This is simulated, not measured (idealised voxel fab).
Proc. module: voxel gate over fins
Xsec cut, 240 nm wide, square cell size 5 nm.
Cross-sections here: square-cell grids, written as top-down lists of bands, a band being one or more rows of cells. It is stipulated that each band's entry specify, in nanometres, the height of the top of the band and then that of its bottom, followed by the materials of the band in left-to-right sequence, each together with its width in nanometres. A single material marked by the word "all across" is understood to fill the band from edge to edge; the word "empty" is understood to denote empty space. A quick word on heights: they are counted from 0, and under that level the wafer as it came to us is one material throughout. The lowest band is different from the rest in having no bottom; it simply continues downward, written as in "z 0 and below". Top row gets the first number, bottom row gets the second, and each row in between changes by the same step: that is how a band width like "30..40" works. Any step labelled "nothing was modified" changed none of the cells in the cross-section. For the entry "Cavities, closed", the listed items are empty spaces with no open way to the top whose size is 8 cells or more; each item follows the pattern width x height at distance, where distance is from the left edge and all three are in nm. after a step's settings: what the simulator itself notes on the step. The setting "overlay nm" may be written on the line of a step. When the step uses a mask, the value reports how far to the right of the planned place the mask lay, and a negative value reports that it lay to the left.

**Here's what the planned process steps look like**
1) RECEIVE [material Si]
2) CONFORMAL_DEP [material SiN] [thk nm 5]
3) PATTERN [tone cover] [mask id FINS] [material resist] [width nm 15] [pitch nm 60] [thk nm 20] [overlay nm 0]
4) DIRECTIONAL_ETCH [etch materials SiN] [depth nm 5]
5) DIRECTIONAL_ETCH [etch materials Si] [depth nm 25]
6) STRIP [etch materials resist]
7) OXIDIZE [depth nm 5]
8) FILL_DEP [material SiO2] [thk nm 15]
9) CMP [height nm 5]
10) MASKED_ETCH [tone open] [mask id RAIL] [width nm 15] [etch materials SiO2] [depth nm 35] [overlay nm 0]
11) CONFORMAL_DEP [material TiN] [thk nm 5]
12) FILL_DEP [material W] [thk nm 5]
13) CMP [height nm 5]
14) SELECTIVE_ETCH [etch materials W Ru TiN] [depth nm 30]
15) FILL_DEP [material SiO2] [thk nm 5]
16) CMP [height nm 5]
17) SELECTIVE_ETCH [etch materials SiO2] [depth nm 20]
18) STRIP [etch materials SiN]
19) CONFORMAL_DEP [material HfO2] [thk nm 5]
20) CONFORMAL_DEP [material TiN] [thk nm 5]
21) CONFORMAL_DEP [material TiAl] [thk nm 5]
22) CONFORMAL_DEP [material TiN] [thk nm 5]
23) FILL_DEP [material W] [thk nm 15]
24) CMP [height nm 30]
25) CONFORMAL_DEP [material SiCN] [thk nm 5]
Heads up: all these wafers start the same, and what changes between them is the depth nm in step 5. The value you see in the plan is just what the first wafer got.

**Cross-section, first of several wafers, as delivered after step 1**
    z 0 and below: Si all across
    Cavities, closed: none

**first wafer at the end, after step 25**
    z 35 to 30: SiCN all across
    z 30 to 20: W all across
    z 20 to 15: 65 nm W, 45 nm TiN, 15 nm W, 45 nm TiN, 70 nm W
    z 15 to 10: 65 nm W, 5 nm TiN, 35 nm TiAl, 5 nm TiN, 15 nm W, 5 nm TiN, 35 nm TiAl, 5 nm TiN, 70 nm W
    z 10 to 5: 65 nm W, 5 nm TiN, 5 nm TiAl, 25 nm TiN, 5 nm TiAl, 5 nm TiN, 15 nm W, 5 nm TiN, 5 nm TiAl, 25 nm TiN, 5 nm TiAl, 5 nm TiN, 70 nm W
    z 5 to 0: 70 nm TiN, 5 nm TiAl, 5 nm TiN, 15 nm HfO2, 5 nm TiN, 5 nm TiAl, 25 nm TiN, 5 nm TiAl, 5 nm TiN, 15 nm HfO2, 5 nm TiN, 5 nm TiAl, 75 nm TiN
    z 0 to -5: 75 nm TiAl, 5 nm TiN, 5 nm HfO2, 5 nm Si, 5 nm HfO2, 5 nm TiN, 35 nm TiAl, 5 nm TiN, 5 nm HfO2, 5 nm Si, 5 nm HfO2, 5 nm TiN, 80 nm TiAl
    z -5 to -10: 80 nm TiN, 5 nm HfO2, 5 nm Si, 5 nm HfO2, 45 nm TiN, 5 nm HfO2, 5 nm Si, 5 nm HfO2, 85 nm TiN
    z -10 to -15: 85 nm HfO2, 5 nm Si, 55 nm HfO2, 5 nm Si, 90 nm HfO2
    z -15 to -25: 85 nm SiO2, 5 nm Si, 55 nm SiO2, 5 nm Si, 90 nm SiO2
    z -25 to -30: 85 nm SiO2, 5 nm Si, 20 nm SiO2, 15 nm TiN, 20 nm SiO2, 5 nm Si, 90 nm SiO2
    z -30 and below: Si all across
    Cavities, closed: none

**Showing the last wafer in cross-section at the end of the module**
    z 35 to 30: SiCN all across
    z 30 to 20: W all across
    z 20 to 15: 65 nm W, 45 nm TiN, 15 nm W, 45 nm TiN, 70 nm W
    z 15 to 10: 65 nm W, 5 nm TiN, 35 nm TiAl, 5 nm TiN, 15 nm W, 5 nm TiN, 35 nm TiAl, 5 nm TiN, 70 nm W
    z 10 to 5: 65 nm W, 5 nm TiN, 5 nm TiAl, 25 nm TiN, 5 nm TiAl, 5 nm TiN, 15 nm W, 5 nm TiN, 5 nm TiAl, 25 nm TiN, 5 nm TiAl, 5 nm TiN, 70 nm W
    z 5 to 0: 70 nm TiN, 5 nm TiAl, 5 nm TiN, 15 nm HfO2, 5 nm TiN, 5 nm TiAl, 25 nm TiN, 5 nm TiAl, 5 nm TiN, 15 nm HfO2, 5 nm TiN, 5 nm TiAl, 75 nm TiN
    z 0 to -5: 75 nm TiAl, 5 nm TiN, 5 nm HfO2, 5 nm Si, 5 nm HfO2, 5 nm TiN, 35 nm TiAl, 5 nm TiN, 5 nm HfO2, 5 nm Si, 5 nm HfO2, 5 nm TiN, 80 nm TiAl
    z -5 to -10: 80 nm TiN, 5 nm HfO2, 5 nm Si, 5 nm HfO2, 45 nm TiN, 5 nm HfO2, 5 nm Si, 5 nm HfO2, 85 nm TiN
    z -10 to -15: 85 nm HfO2, 5 nm Si, 55 nm HfO2, 5 nm Si, 90 nm HfO2
    z -15 to -25: 85 nm SiO2, 5 nm Si, 55 nm SiO2, 5 nm Si, 90 nm SiO2
    z -25 to -30: 85 nm SiO2, 5 nm Si, 20 nm SiO2, 15 nm TiN, 20 nm SiO2, 5 nm Si, 90 nm SiO2
    z -30 to -55: 85 nm SiO2, 5 nm Si, 55 nm SiO2, 5 nm Si, 90 nm SiO2
    z -55 and below: Si all across
    Cavities, closed: none

**So in this table every wafer gets its own row, and what you see is where it stands at the end of the module: for each material, how many cells it picked up (+) or gave up (-) since we received it, and after that its closed voids**
depth nm 25; +60 HfO2; -276 Si; +48 SiCN; +135 SiO2; +60 TiAl; +123 TiN; +186 W; Cavities, closed: none
depth nm 30; +60 HfO2; -322 Si; +48 SiCN; +181 SiO2; +60 TiAl; +123 TiN; +186 W; Cavities, closed: none
depth nm 35; +60 HfO2; -368 Si; +48 SiCN; +227 SiO2; +60 TiAl; +123 TiN; +186 W; Cavities, closed: none
depth nm 40; +60 HfO2; -414 Si; +48 SiCN; +273 SiO2; +60 TiAl; +123 TiN; +186 W; Cavities, closed: none
depth nm 45; +60 HfO2; -460 Si; +48 SiCN; +319 SiO2; +60 TiAl; +123 TiN; +186 W; Cavities, closed: none
depth nm 50; +60 HfO2; -506 Si; +48 SiCN; +365 SiO2; +60 TiAl; +123 TiN; +186 W; Cavities, closed: none
